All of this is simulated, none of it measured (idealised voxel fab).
The name of this process module is voxel gate over fins.
Cross-sectional view cut (width: 290 nm; square cell size: 5 nm).
When this document writes out a cross-section, it uses a grid of square cells and lists it as bands, beginning at the top and moving down, with a band standing for one or more rows of cells. Each band's line starts with the height of the band's top and of its bottom, in nm. Then come its materials from left to right, each with its width in nm. One material with "edge to edge" fills the band from edge to edge. "air" is empty space. Heights are reckoned from 0. Under this level, the received wafer is all of one material. The bottommost band is open-ended downward, for example "0 down". Per-row width for "30 to 40": begins at first number (top row of band), ends at second number (bottom row), increment between rows held constant. You'll sometimes find "everything unchanged" written for a step, and that's the way of saying that nowhere in the cross-section did a cell change during that step. "Trapped void list" contains a list of empty spaces, each no smaller than 8 cells and without an open way to the top, written in the form width x height at distance with the distance from the left edge and all three in nm. Whatever follows a step's settings on its line is a remark the simulator itself makes about that step. When a step includes a mask, the "overlay nm" setting on its line states how far to the right of its planned place that mask lay, and negative values state how far to the left.
## The steps planned for the process are as follows
| 1 | RECEIVE [material Si] |
| 2 | CONFORMAL_DEP [material SiN] [thk nm 5] |
| 3 | PATTERN [tone cover] [mask id FINS] [material resist] [width nm 15] [pitch nm 35] [thk nm 20] [overlay nm 0] |
| 4 | DIRECTIONAL_ETCH [etch materials SiN] [depth nm 5] |
| 5 | DIRECTIONAL_ETCH [etch materials Si] [depth nm 35] |
| 6 | STRIP [etch materials resist] |
| 7 | FILL_DEP [material SiO2] [thk nm 5] |
| 8 | CMP [height nm 5] |
| 9 | SELECTIVE_ETCH [etch materials SiO2] [depth nm 20] |
| 10 | STRIP [etch materials SiN] |
| 11 | CONFORMAL_DEP [material HfO2] [thk nm 5] |
| 12 | CONFORMAL_DEP [material TiN] [thk nm 5] |
| 13 | CONFORMAL_DEP [material TiAl] [thk nm 5] |
| 14 | CONFORMAL_DEP [material TiN] [thk nm 5] |
| 15 | FILL_DEP [material W] [thk nm 10] |
| 16 | CMP [height nm 25] |
| 17 | CONFORMAL_DEP [material SiCN] [thk nm 5] |
## As-received wafer cross-section (after step 1)
0 down  Si edge to edge
Trapped void list: none
## first wafer at the end, as planned
30 to 25  SiCN edge to edge
25 to 20  W edge to edge
20 to 15  W: 80 | TiN: 125 | W: 85
15 to 10  W: 80 | TiN: 5 | TiAl: 115 | TiN: 5 | W: 85
10 to 5  W: 80 | TiN: 5 | TiAl: 5 | TiN: 105 | TiAl: 5 | TiN: 5 | W: 85
5 to 0  TiN: 85 | TiAl: 5 | TiN: 5 | HfO2: 25 | TiN: 10 | HfO2: 25 | TiN: 10 | HfO2: 25 | TiN: 5 | TiAl: 5 | TiN: 90
0 to -5  TiAl: 90 | TiN: 5 | HfO2: 5 | Si: 15 | HfO2: 5 | TiN: 10 | HfO2: 5 | Si: 15 | HfO2: 5 | TiN: 10 | HfO2: 5 | Si: 15 | HfO2: 5 | TiN: 5 | TiAl: 95
-5 to -10  TiN: 95 | HfO2: 5 | Si: 15 | HfO2: 5 | TiN: 10 | HfO2: 5 | Si: 15 | HfO2: 5 | TiN: 10 | HfO2: 5 | Si: 15 | HfO2: 5 | TiN: 100
-10 to -15  HfO2: 100 | Si: 15 | HfO2: 20 | Si: 15 | HfO2: 20 | Si: 15 | HfO2: 105
-15 to -35  SiO2: 100 | Si: 15 | SiO2: 20 | Si: 15 | SiO2: 20 | Si: 15 | SiO2: 105
-35 down  Si edge to edge
Trapped void list: none
## What the second wafer looks like in cross-section once the module is done. Its start and its plan matched the first wafer's exactly; what differed was one mistake in how it was run
30 to 25  SiCN edge to edge
25 to 20  W edge to edge
20 to 15  W: 80 | TiN: 125 | W: 85
15 to 10  W: 80 | TiN: 5 | TiAl: 115 | TiN: 5 | W: 85
10 to 5  W: 80 | TiN: 5 | TiAl: 5 | TiN: 105 | TiAl: 5 | TiN: 5 | W: 85
5 to 0  TiN: 85 | TiAl: 5 | TiN: 5 | HfO2: 25 | TiN: 10 | HfO2: 25 | TiN: 10 | HfO2: 25 | TiN: 5 | TiAl: 5 | TiN: 90
0 to -5  TiAl: 90 | TiN: 5 | HfO2: 5 | Si: 15 | HfO2: 5 | TiN: 10 | HfO2: 5 | Si: 15 | HfO2: 5 | TiN: 10 | HfO2: 5 | Si: 15 | HfO2: 5 | TiN: 5 | TiAl: 95
-5 to -10  TiN: 95 | HfO2: 5 | Si: 15 | HfO2: 5 | TiN: 10 | HfO2: 5 | Si: 15 | HfO2: 5 | TiN: 10 | HfO2: 5 | Si: 15 | HfO2: 5 | TiN: 100
-10 to -15  HfO2: 100 | Si: 15 | HfO2: 20 | Si: 15 | HfO2: 20 | Si: 15 | HfO2: 105
-15 to -70  SiO2: 100 | Si: 15 | SiO2: 20 | Si: 15 | SiO2: 20 | Si: 15 | SiO2: 105
-70 down  Si edge to edge
Trapped void list: none
Here's what went sideways: plan step 5 was twice executed
Upon completion, the second wafer contains, in terms of cells, a greater or smaller amount of certain materials than the first wafer: 343 fewer of Si | 343 more of SiO2
